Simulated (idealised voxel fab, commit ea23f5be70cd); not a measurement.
Name of the process module below: voxel trench capacitor
Displayed cross-section: cut, width of 230 nm, square cells sized 5 nm.
The cross-sections in this document take the form of a grid made of square cells. They are written out as bands, in order from top to bottom. Each band consists of one or more rows of cells. For a band, the entry starts with two heights in nm, that of the top and then that of the bottom, and carries on with the band's materials in order from left to right, each alongside its width in nm; the word "everywhere" beside a single material means it fills the band edge to edge, and "blank" means empty space. All heights in this document are referenced to 0, defined as the level beneath which the wafer, as received, consists entirely of one material. The lowest band is not bounded below; it extends indefinitely downward and is written in the form "top 0, no bottom". A two-number width, for instance "30->40", indicates that the width is equal to the first number in the top row of the band and to the second number in the bottom row, and that it changes by a constant amount per row of cells. A step reported as "everything unchanged" is a step in which no cell of the cross-section changed. For the entry "Voids lacking openings", the listed items are empty spaces with no open way to the top whose size is 8 cells or more; each item follows the pattern width x height at distance, where distance is from the left edge and all three are in nm. On each step's line, the part that comes after the settings is the simulator's own comment on the step. overlay nm: mask right of planned place by this much (step with mask). Neg. = left.

[Intended process steps]
1) RECEIVE,material Si
2) CONFORMAL_DEP,material SiN,thk nm 5
3) DIRECTIONAL_DEP,material aC,thk nm 15
4) PATTERN,tone open,mask id TRENCH,material resist,width nm 30,pitch nm 55,thk nm 35,overlay nm 0
5) DIRECTIONAL_ETCH,etch materials aC,depth nm 15
6) STRIP,etch materials resist
7) DIRECTIONAL_ETCH,etch materials SiN,depth nm 5
8) DIRECTIONAL_ETCH,etch materials Si,depth nm 35
9) STRIP,etch materials aC
10) CONFORMAL_DEP,material HfO2,thk nm 5
11) CONFORMAL_DEP,material TiN,thk nm 5
12) FILL_DEP,material W,thk nm 5
13) CMP,height nm 5

[First of two wafers, with the run carried out as planned]

[Cross-sectional view of the wafer in its as-received condition, corresponding to the state after step 1]
    top 0, no bottom  Si everywhere
    Voids lacking openings: none

[Cross-sectional representation of the wafer at the conclusion of step 2]
    top 5, bottom 0  SiN everywhere
    Note: structure below 0 unchanged.

[Cross-sectional representation of the wafer at the conclusion of step 3]
    top 20, bottom 5  aC everywhere
    Note: structure below 5 unchanged.

[Cross-sectional representation of the wafer at the conclusion of step 4]
    top 55, bottom 20  15 nm resist | 30 nm blank | 25 nm resist | 30 nm blank | 25 nm resist | 30 nm blank | 25 nm resist | 30 nm blank | 20 nm resist
    Note: structure below 20 unchanged.

[Cross-sectional representation of the wafer at the conclusion of step 5]
    top 40, bottom 20  15 nm resist | 30 nm blank | 25 nm resist | 30 nm blank | 25 nm resist | 30 nm blank | 25 nm resist | 30 nm blank | 20 nm resist
    top 20, bottom 5  15 nm aC | 30 nm blank | 25 nm aC | 30 nm blank | 25 nm aC | 30 nm blank | 25 nm aC | 30 nm blank | 20 nm aC
    Note: structure below 5 unchanged.

[Cross-sectional representation of the wafer at the conclusion of step 6]
    top 20, bottom 5  15 nm aC | 30 nm blank | 25 nm aC | 30 nm blank | 25 nm aC | 30 nm blank | 25 nm aC | 30 nm blank | 20 nm aC
    Note: structure below 5 unchanged.

[Cross-sectional representation of the wafer at the conclusion of step 7]
    top 20, bottom 5  15 nm aC | 30 nm blank | 25 nm aC | 30 nm blank | 25 nm aC | 30 nm blank | 25 nm aC | 30 nm blank | 20 nm aC
    top 5, bottom 0  15 nm SiN | 30 nm blank | 25 nm SiN | 30 nm blank | 25 nm SiN | 30 nm blank | 25 nm SiN | 30 nm blank | 20 nm SiN
    Note: structure below 0 unchanged.

[Cross-sectional representation of the wafer at the conclusion of step 8]
    top 20, bottom 5  15 nm aC | 30 nm blank | 25 nm aC | 30 nm blank | 25 nm aC | 30 nm blank | 25 nm aC | 30 nm blank | 20 nm aC
    top 5, bottom 0  15 nm SiN | 30 nm blank | 25 nm SiN | 30 nm blank | 25 nm SiN | 30 nm blank | 25 nm SiN | 30 nm blank | 20 nm SiN
    top 0, bottom -35  15 nm Si | 30 nm blank | 25 nm Si | 30 nm blank | 25 nm Si | 30 nm blank | 25 nm Si | 30 nm blank | 20 nm Si
    Note: structure below -35 unchanged.

[Cross-sectional representation of the wafer at the conclusion of step 9]
    top 5, bottom 0  15 nm SiN | 30 nm blank | 25 nm SiN | 30 nm blank | 25 nm SiN | 30 nm blank | 25 nm SiN | 30 nm blank | 20 nm SiN
    Note: structure below 0 unchanged.

[Cross-sectional representation of the wafer at the conclusion of step 10]
    top 10, bottom 5  20 nm HfO2 | 20 nm blank | 35 nm HfO2 | 20 nm blank | 35 nm HfO2 | 20 nm blank | 35 nm HfO2 | 20 nm blank | 25 nm HfO2
    top 5, bottom 0  15 nm SiN | 5 nm HfO2 | 20 nm blank | 5 nm HfO2 | 25 nm SiN | 5 nm HfO2 | 20 nm blank | 5 nm HfO2 | 25 nm SiN | 5 nm HfO2 | 20 nm blank | 5 nm HfO2 | 25 nm SiN | 5 nm HfO2 | 20 nm blank | 5 nm HfO2 | 20 nm SiN
    top 0, bottom -30  15 nm Si | 5 nm HfO2 | 20 nm blank | 5 nm HfO2 | 25 nm Si | 5 nm HfO2 | 20 nm blank | 5 nm HfO2 | 25 nm Si | 5 nm HfO2 | 20 nm blank | 5 nm HfO2 | 25 nm Si | 5 nm HfO2 | 20 nm blank | 5 nm HfO2 | 20 nm Si
    top -30, bottom -35  15 nm Si | 30 nm HfO2 | 25 nm Si | 30 nm HfO2 | 25 nm Si | 30 nm HfO2 | 25 nm Si | 30 nm HfO2 | 20 nm Si
    Note: structure below -35 unchanged.

[Cross-sectional representation of the wafer at the conclusion of step 11]
    top 15, bottom 10  25 nm TiN | 10 nm blank | 45 nm TiN | 10 nm blank | 45 nm TiN | 10 nm blank | 45 nm TiN | 10 nm blank | 30 nm TiN
    top 10, bottom 5  20 nm HfO2 | 5 nm TiN | 10 nm blank | 5 nm TiN | 35 nm HfO2 | 5 nm TiN | 10 nm blank | 5 nm TiN | 35 nm HfO2 | 5 nm TiN | 10 nm blank | 5 nm TiN | 35 nm HfO2 | 5 nm TiN | 10 nm blank | 5 nm TiN | 25 nm HfO2
    top 5, bottom 0  15 nm SiN | 5 nm HfO2 | 5 nm TiN | 10 nm blank | 5 nm TiN | 5 nm HfO2 | 25 nm SiN | 5 nm HfO2 | 5 nm TiN | 10 nm blank | 5 nm TiN | 5 nm HfO2 | 25 nm SiN | 5 nm HfO2 | 5 nm TiN | 10 nm blank | 5 nm TiN | 5 nm HfO2 | 25 nm SiN | 5 nm HfO2 | 5 nm TiN | 10 nm blank | 5 nm TiN | 5 nm HfO2 | 20 nm SiN
    top 0, bottom -25  15 nm Si | 5 nm HfO2 | 5 nm TiN | 10 nm blank | 5 nm TiN | 5 nm HfO2 | 25 nm Si | 5 nm HfO2 | 5 nm TiN | 10 nm blank | 5 nm TiN | 5 nm HfO2 | 25 nm Si | 5 nm HfO2 | 5 nm TiN | 10 nm blank | 5 nm TiN | 5 nm HfO2 | 25 nm Si | 5 nm HfO2 | 5 nm TiN | 10 nm blank | 5 nm TiN | 5 nm HfO2 | 20 nm Si
    top -25, bottom -30  15 nm Si | 5 nm HfO2 | 20 nm TiN | 5 nm HfO2 | 25 nm Si | 5 nm HfO2 | 20 nm TiN | 5 nm HfO2 | 25 nm Si | 5 nm HfO2 | 20 nm TiN | 5 nm HfO2 | 25 nm Si | 5 nm HfO2 | 20 nm TiN | 5 nm HfO2 | 20 nm Si
    Note: structure below -30 unchanged.

[Cross-sectional representation of the wafer at the conclusion of step 12]
    top 20, bottom 15  W everywhere
    top 15, bottom 10  25 nm TiN | 10 nm W | 45 nm TiN | 10 nm W | 45 nm TiN | 10 nm W | 45 nm TiN | 10 nm W | 30 nm TiN
    top 10, bottom 5  20 nm HfO2 | 5 nm TiN | 10 nm W | 5 nm TiN | 35 nm HfO2 | 5 nm TiN | 10 nm W | 5 nm TiN | 35 nm HfO2 | 5 nm TiN | 10 nm W | 5 nm TiN | 35 nm HfO2 | 5 nm TiN | 10 nm W | 5 nm TiN | 25 nm HfO2
    top 5, bottom 0  15 nm SiN | 5 nm HfO2 | 5 nm TiN | 10 nm W | 5 nm TiN | 5 nm HfO2 | 25 nm SiN | 5 nm HfO2 | 5 nm TiN | 10 nm W | 5 nm TiN | 5 nm HfO2 | 25 nm SiN | 5 nm HfO2 | 5 nm TiN | 10 nm W | 5 nm TiN | 5 nm HfO2 | 25 nm SiN | 5 nm HfO2 | 5 nm TiN | 10 nm W | 5 nm TiN | 5 nm HfO2 | 20 nm SiN
    top 0, bottom -25  15 nm Si | 5 nm HfO2 | 5 nm TiN | 10 nm W | 5 nm TiN | 5 nm HfO2 | 25 nm Si | 5 nm HfO2 | 5 nm TiN | 10 nm W | 5 nm TiN | 5 nm HfO2 | 25 nm Si | 5 nm HfO2 | 5 nm TiN | 10 nm W | 5 nm TiN | 5 nm HfO2 | 25 nm Si | 5 nm HfO2 | 5 nm TiN | 10 nm W | 5 nm TiN | 5 nm HfO2 | 20 nm Si
    Note: structure below -25 unchanged.

[Cross-sectional representation of the wafer at the conclusion of step 13]
    top 5, bottom 0  15 nm SiN | 5 nm HfO2 | 5 nm TiN | 10 nm W | 5 nm TiN | 5 nm HfO2 | 25 nm SiN | 5 nm HfO2 | 5 nm TiN | 10 nm W | 5 nm TiN | 5 nm HfO2 | 25 nm SiN | 5 nm HfO2 | 5 nm TiN | 10 nm W | 5 nm TiN | 5 nm HfO2 | 25 nm SiN | 5 nm HfO2 | 5 nm TiN | 10 nm W | 5 nm TiN | 5 nm HfO2 | 20 nm SiN
    Note: structure below 0 unchanged.

[Wafer two. Identical start, identical plan. One mistake in execution. Identical history through step 3]

[Second wafer cross-section, taken as of the time the plan sets for step 4 to be done]
    top 55, bottom 20  15 nm blank | 30 nm resist | 25 nm blank | 30 nm resist | 25 nm blank | 30 nm resist | 25 nm blank | 30 nm resist | 20 nm blank
    Note: structure below 20 unchanged.

[Second wafer cross-section, taken as of the time the plan sets for step 5 to be done]
    top 40, bottom 20  15 nm blank | 30 nm resist | 25 nm blank | 30 nm resist | 25 nm blank | 30 nm resist | 25 nm blank | 30 nm resist | 20 nm blank
    top 20, bottom 5  15 nm blank | 30 nm aC | 25 nm blank | 30 nm aC | 25 nm blank | 30 nm aC | 25 nm blank | 30 nm aC | 20 nm blank
    Note: structure below 5 unchanged.

[Second wafer cross-section, taken as of the time the plan sets for step 6 to be done]
    top 20, bottom 5  15 nm blank | 30 nm aC | 25 nm blank | 30 nm aC | 25 nm blank | 30 nm aC | 25 nm blank | 30 nm aC | 20 nm blank
    Note: structure below 5 unchanged.

[Second wafer cross-section, taken as of the time the plan sets for step 7 to be done]
    top 20, bottom 5  15 nm blank | 30 nm aC | 25 nm blank | 30 nm aC | 25 nm blank | 30 nm aC | 25 nm blank | 30 nm aC | 20 nm blank
    top 5, bottom 0  15 nm blank | 30 nm SiN | 25 nm blank | 30 nm SiN | 25 nm blank | 30 nm SiN | 25 nm blank | 30 nm SiN | 20 nm blank
    Note: structure below 0 unchanged.

[Second wafer cross-section, taken as of the time the plan sets for step 8 to be done]
    top 20, bottom 5  15 nm blank | 30 nm aC | 25 nm blank | 30 nm aC | 25 nm blank | 30 nm aC | 25 nm blank | 30 nm aC | 20 nm blank
    top 5, bottom 0  15 nm blank | 30 nm SiN | 25 nm blank | 30 nm SiN | 25 nm blank | 30 nm SiN | 25 nm blank | 30 nm SiN | 20 nm blank
    top 0, bottom -35  15 nm blank | 30 nm Si | 25 nm blank | 30 nm Si | 25 nm blank | 30 nm Si | 25 nm blank | 30 nm Si | 20 nm blank
    Note: structure below -35 unchanged.

[Second wafer cross-section, taken as of the time the plan sets for step 9 to be done]
    top 5, bottom 0  15 nm blank | 30 nm SiN | 25 nm blank | 30 nm SiN | 25 nm blank | 30 nm SiN | 25 nm blank | 30 nm SiN | 20 nm blank
    Note: structure below 0 unchanged.

[Second wafer cross-section, taken as of the time the plan sets for step 10 to be done]
    top 10, bottom 5  10 nm blank | 40 nm HfO2 | 15 nm blank | 40 nm HfO2 | 15 nm blank | 40 nm HfO2 | 15 nm blank | 40 nm HfO2 | 15 nm blank
    top 5, bottom 0  10 nm blank | 5 nm HfO2 | 30 nm SiN | 5 nm HfO2 | 15 nm blank | 5 nm HfO2 | 30 nm SiN | 5 nm HfO2 | 15 nm blank | 5 nm HfO2 | 30 nm SiN | 5 nm HfO2 | 15 nm blank | 5 nm HfO2 | 30 nm SiN | 5 nm HfO2 | 15 nm blank
    top 0, bottom -30  10 nm blank | 5 nm HfO2 | 30 nm Si | 5 nm HfO2 | 15 nm blank | 5 nm HfO2 | 30 nm Si | 5 nm HfO2 | 15 nm blank | 5 nm HfO2 | 30 nm Si | 5 nm HfO2 | 15 nm blank | 5 nm HfO2 | 30 nm Si | 5 nm HfO2 | 15 nm blank
    top -30, bottom -35  15 nm HfO2 | 30 nm Si | 25 nm HfO2 | 30 nm Si | 25 nm HfO2 | 30 nm Si | 25 nm HfO2 | 30 nm Si | 20 nm HfO2
    Note: structure below -35 unchanged.

[Second wafer cross-section, taken as of the time the plan sets for step 11 to be done]
    top 15, bottom 10  5 nm blank | 50 nm TiN | 5 nm blank | 50 nm TiN | 5 nm blank | 50 nm TiN | 5 nm blank | 50 nm TiN | 10 nm blank
    top 10, bottom 5  5 nm blank | 5 nm TiN | 40 nm HfO2 | 5 nm TiN | 5 nm blank | 5 nm TiN | 40 nm HfO2 | 5 nm TiN | 5 nm blank | 5 nm TiN | 40 nm HfO2 | 5 nm TiN | 5 nm blank | 5 nm TiN | 40 nm HfO2 | 5 nm TiN | 10 nm blank
    top 5, bottom 0  5 nm blank | 5 nm TiN | 5 nm HfO2 | 30 nm SiN | 5 nm HfO2 | 5 nm TiN | 5 nm blank | 5 nm TiN | 5 nm HfO2 | 30 nm SiN | 5 nm HfO2 | 5 nm TiN | 5 nm blank | 5 nm TiN | 5 nm HfO2 | 30 nm SiN | 5 nm HfO2 | 5 nm TiN | 5 nm blank | 5 nm TiN | 5 nm HfO2 | 30 nm SiN | 5 nm HfO2 | 5 nm TiN | 10 nm blank
    top 0, bottom -25  5 nm blank | 5 nm TiN | 5 nm HfO2 | 30 nm Si | 5 nm HfO2 | 5 nm TiN | 5 nm blank | 5 nm TiN | 5 nm HfO2 | 30 nm Si | 5 nm HfO2 | 5 nm TiN | 5 nm blank | 5 nm TiN | 5 nm HfO2 | 30 nm Si | 5 nm HfO2 | 5 nm TiN | 5 nm blank | 5 nm TiN | 5 nm HfO2 | 30 nm Si | 5 nm HfO2 | 5 nm TiN | 10 nm blank
    top -25, bottom -30  10 nm TiN | 5 nm HfO2 | 30 nm Si | 5 nm HfO2 | 15 nm TiN | 5 nm HfO2 | 30 nm Si | 5 nm HfO2 | 15 nm TiN | 5 nm HfO2 | 30 nm Si | 5 nm HfO2 | 15 nm TiN | 5 nm HfO2 | 30 nm Si | 5 nm HfO2 | 15 nm TiN
    Note: structure below -30 unchanged.

[Second wafer cross-section, taken as of the time the plan sets for step 12 to be done]
    top 20, bottom 15  W everywhere
    top 15, bottom 10  5 nm W | 50 nm TiN | 5 nm W | 50 nm TiN | 5 nm W | 50 nm TiN | 5 nm W | 50 nm TiN | 10 nm W
    top 10, bottom 5  5 nm W | 5 nm TiN | 40 nm HfO2 | 5 nm TiN | 5 nm W | 5 nm TiN | 40 nm HfO2 | 5 nm TiN | 5 nm W | 5 nm TiN | 40 nm HfO2 | 5 nm TiN | 5 nm W | 5 nm TiN | 40 nm HfO2 | 5 nm TiN | 10 nm W
    top 5, bottom 0  5 nm W | 5 nm TiN | 5 nm HfO2 | 30 nm SiN | 5 nm HfO2 | 5 nm TiN | 5 nm W | 5 nm TiN | 5 nm HfO2 | 30 nm SiN | 5 nm HfO2 | 5 nm TiN | 5 nm W | 5 nm TiN | 5 nm HfO2 | 30 nm SiN | 5 nm HfO2 | 5 nm TiN | 5 nm W | 5 nm TiN | 5 nm HfO2 | 30 nm SiN | 5 nm HfO2 | 5 nm TiN | 10 nm W
    top 0, bottom -25  5 nm W | 5 nm TiN | 5 nm HfO2 | 30 nm Si | 5 nm HfO2 | 5 nm TiN | 5 nm W | 5 nm TiN | 5 nm HfO2 | 30 nm Si | 5 nm HfO2 | 5 nm TiN | 5 nm W | 5 nm TiN | 5 nm HfO2 | 30 nm Si | 5 nm HfO2 | 5 nm TiN | 5 nm W | 5 nm TiN | 5 nm HfO2 | 30 nm Si | 5 nm HfO2 | 5 nm TiN | 10 nm W
    Note: structure below -25 unchanged.

[Second wafer cross-section, taken as of the time the plan sets for step 13 to be done]
    top 5, bottom 0  5 nm W | 5 nm TiN | 5 nm HfO2 | 30 nm SiN | 5 nm HfO2 | 5 nm TiN | 5 nm W | 5 nm TiN | 5 nm HfO2 | 30 nm SiN | 5 nm HfO2 | 5 nm TiN | 5 nm W | 5 nm TiN | 5 nm HfO2 | 30 nm SiN | 5 nm HfO2 | 5 nm TiN | 5 nm W | 5 nm TiN | 5 nm HfO2 | 30 nm SiN | 5 nm HfO2 | 5 nm TiN | 10 nm W
    Note: structure below 0 unchanged.
What was the processing mistake? for step 4, the planned setting was not used; the step was instead run as PATTERN,tone cover,mask id TRENCH,material resist,width nm 30,pitch nm 55,thk nm 35,overlay nm 0
Wafer comparison, final, in cells, second relative to first, materials more or fewer: 2 fewer of HfO2, 14 more of Si, 2 more of SiN, 2 fewer of TiN, 12 fewer of W
